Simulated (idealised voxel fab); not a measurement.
process module | voxel quadruple lines
cross-section cut | 280 nm wide | cells 5 nm
A cross-section is a grid of square cells, given in bands from the top down. A band is one or more rows of cells.
Each band's line starts with the height of the band's top and of its bottom, in nm. Then come its materials from left to right, each with its width in nm. One material with "throughout" fills the band from edge to edge. "air" is empty space.
Height 0 is the level under which the wafer as received is all one material. The lowest band goes on downwards, as in "0 down".
A width such as "30 to 40" changes by the same amount from each row of cells to the next, from the band's top row to its bottom row.
"no change" after a step means that no cell of the cross-section changed.
closed voids: empty space of 8 cells or more with no open way to the top, each as width x height at its distance from the left edge, in nm
after a step's settings: what the simulator itself notes on the step
overlay nm, on a step with a mask: how far to the right of its planned place the mask lay; to the left if negative
plan
1 op RECEIVE | material Si
2 op CONFORMAL_DEP | material Al2O3 | thk nm 5
3 op DIRECTIONAL_DEP | material Ru | thk nm 10
4 op DIRECTIONAL_DEP | material polySi | thk nm 20
5 op DIRECTIONAL_DEP | material aC | thk nm 20
6 op PATTERN | tone cover | mask id MANDREL | material resist | width nm 20 | thk nm 25 | overlay nm 0
7 op DIRECTIONAL_ETCH | etch materials aC | depth nm 20
8 op STRIP | etch materials resist
9 op CONFORMAL_DEP | material SiO2 | thk nm 10
10 op DIRECTIONAL_ETCH | etch materials SiO2 | depth nm 10
11 op STRIP | etch materials aC
12 op DIRECTIONAL_ETCH | etch materials polySi | depth nm 20
13 op STRIP | etch materials SiO2
14 op CONFORMAL_DEP | material SiCN | thk nm 5
15 op DIRECTIONAL_ETCH | etch materials SiCN | depth nm 5
16 op STRIP | etch materials polySi
17 op DIRECTIONAL_ETCH | etch materials Ru | depth nm 10
18 op STRIP | etch materials SiCN
19 op FILL_DEP | material lowk | thk nm 10
20 op CMP | height nm 15
first wafer, as planned
as received, after step 1
  0 down: Si throughout
  closed voids: none
after step 2
  5 to 0: Al2O3 throughout
  below 0: unchanged
after step 3
  15 to 5: Ru throughout
  below 5: unchanged
after step 4
  35 to 15: polySi throughout
  below 15: unchanged
after step 5
  55 to 35: aC throughout
  below 35: unchanged
after step 6
  80 to 55: air 130 | resist 20 | air 130
  below 55: unchanged
after step 7
  60 to 55: air 130 | resist 20 | air 130
  55 to 35: air 130 | aC 20 | air 130
  below 35: unchanged
after step 8
  55 to 35: air 130 | aC 20 | air 130
  below 35: unchanged
after step 9
  65 to 55: air 120 | SiO2 40 | air 120
  55 to 45: air 120 | SiO2 10 | aC 20 | SiO2 10 | air 120
  45 to 35: SiO2 130 | aC 20 | SiO2 130
  below 35: unchanged
after step 10
  55 to 35: air 120 | SiO2 10 | aC 20 | SiO2 10 | air 120
  below 35: unchanged
after step 11
  55 to 35: air 120 | SiO2 10 | air 20 | SiO2 10 | air 120
  below 35: unchanged
after step 12
  55 to 35: air 120 | SiO2 10 | air 20 | SiO2 10 | air 120
  35 to 15: air 120 | polySi 10 | air 20 | polySi 10 | air 120
  below 15: unchanged
after step 13
  35 to 15: air 120 | polySi 10 | air 20 | polySi 10 | air 120
  below 15: unchanged
after step 14
  40 to 35: air 115 | SiCN 20 | air 10 | SiCN 20 | air 115
  35 to 20: air 115 | SiCN 5 | polySi 10 | SiCN 5 | air 10 | SiCN 5 | polySi 10 | SiCN 5 | air 115
  20 to 15: SiCN 120 | polySi 10 | SiCN 20 | polySi 10 | SiCN 120
  below 15: unchanged
after step 15
  35 to 15: air 115 | SiCN 5 | polySi 10 | SiCN 5 | air 10 | SiCN 5 | polySi 10 | SiCN 5 | air 115
  below 15: unchanged
after step 16
  35 to 15: air 115 | SiCN 5 | air 10 | SiCN 5 | air 10 | SiCN 5 | air 10 | SiCN 5 | air 115
  below 15: unchanged
after step 17
  35 to 15: air 115 | SiCN 5 | air 10 | SiCN 5 | air 10 | SiCN 5 | air 10 | SiCN 5 | air 115
  15 to 5: air 115 | Ru 5 | air 10 | Ru 5 | air 10 | Ru 5 | air 10 | Ru 5 | air 115
  below 5: unchanged
after step 18
  15 to 5: air 115 | Ru 5 | air 10 | Ru 5 | air 10 | Ru 5 | air 10 | Ru 5 | air 115
  below 5: unchanged
after step 19
  25 to 15: lowk throughout
  15 to 5: lowk 115 | Ru 5 | lowk 10 | Ru 5 | lowk 10 | Ru 5 | lowk 10 | Ru 5 | lowk 115
  below 5: unchanged
after step 20
  15 to 5: lowk 115 | Ru 5 | lowk 10 | Ru 5 | lowk 10 | Ru 5 | lowk 10 | Ru 5 | lowk 115
  below 5: unchanged
second wafer: like start, like plan, one mistake. Through step 1 it matches the first wafer
when step 2 should have ended
  5 to 0: aC throughout
  below 0: unchanged
when step 3 should have ended
  15 to 5: Ru throughout
  below 5: unchanged
when step 4 should have ended
  35 to 15: polySi throughout
  below 15: unchanged
when step 5 should have ended
  55 to 35: aC throughout
  below 35: unchanged
when step 6 should have ended
  80 to 55: air 130 | resist 20 | air 130
  below 55: unchanged
when step 7 should have ended
  60 to 55: air 130 | resist 20 | air 130
  55 to 35: air 130 | aC 20 | air 130
  below 35: unchanged
when step 8 should have ended
  55 to 35: air 130 | aC 20 | air 130
  below 35: unchanged
when step 9 should have ended
  65 to 55: air 120 | SiO2 40 | air 120
  55 to 45: air 120 | SiO2 10 | aC 20 | SiO2 10 | air 120
  45 to 35: SiO2 130 | aC 20 | SiO2 130
  below 35: unchanged
when step 10 should have ended
  55 to 35: air 120 | SiO2 10 | aC 20 | SiO2 10 | air 120
  below 35: unchanged
when step 11 should have ended
  55 to 35: air 120 | SiO2 10 | air 20 | SiO2 10 | air 120
  below 35: unchanged
when step 12 should have ended
  55 to 35: air 120 | SiO2 10 | air 20 | SiO2 10 | air 120
  35 to 15: air 120 | polySi 10 | air 20 | polySi 10 | air 120
  below 15: unchanged
when step 13 should have ended
  35 to 15: air 120 | polySi 10 | air 20 | polySi 10 | air 120
  below 15: unchanged
when step 14 should have ended
  40 to 35: air 115 | SiCN 20 | air 10 | SiCN 20 | air 115
  35 to 20: air 115 | SiCN 5 | polySi 10 | SiCN 5 | air 10 | SiCN 5 | polySi 10 | SiCN 5 | air 115
  20 to 15: SiCN 120 | polySi 10 | SiCN 20 | polySi 10 | SiCN 120
  below 15: unchanged
when step 15 should have ended
  35 to 15: air 115 | SiCN 5 | polySi 10 | SiCN 5 | air 10 | SiCN 5 | polySi 10 | SiCN 5 | air 115
  below 15: unchanged
when step 16 should have ended
  35 to 15: air 115 | SiCN 5 | air 10 | SiCN 5 | air 10 | SiCN 5 | air 10 | SiCN 5 | air 115
  below 15: unchanged
when step 17 should have ended
  35 to 15: air 115 | SiCN 5 | air 10 | SiCN 5 | air 10 | SiCN 5 | air 10 | SiCN 5 | air 115
  15 to 5: air 115 | Ru 5 | air 10 | Ru 5 | air 10 | Ru 5 | air 10 | Ru 5 | air 115
  below 5: unchanged
when step 18 should have ended
  15 to 5: air 115 | Ru 5 | air 10 | Ru 5 | air 10 | Ru 5 | air 10 | Ru 5 | air 115
  below 5: unchanged
when step 19 should have ended
  25 to 15: lowk throughout
  15 to 5: lowk 115 | Ru 5 | lowk 10 | Ru 5 | lowk 10 | Ru 5 | lowk 10 | Ru 5 | lowk 115
  below 5: unchanged
when step 20 should have ended
  15 to 5: lowk 115 | Ru 5 | lowk 10 | Ru 5 | lowk 10 | Ru 5 | lowk 10 | Ru 5 | lowk 115
  below 5: unchanged
what went wrong: step 2 ran as: op CONFORMAL_DEP | material aC | thk nm 5
at the end the second wafer has, in cells: 56 fewer of Al2O3 | 56 more of aC
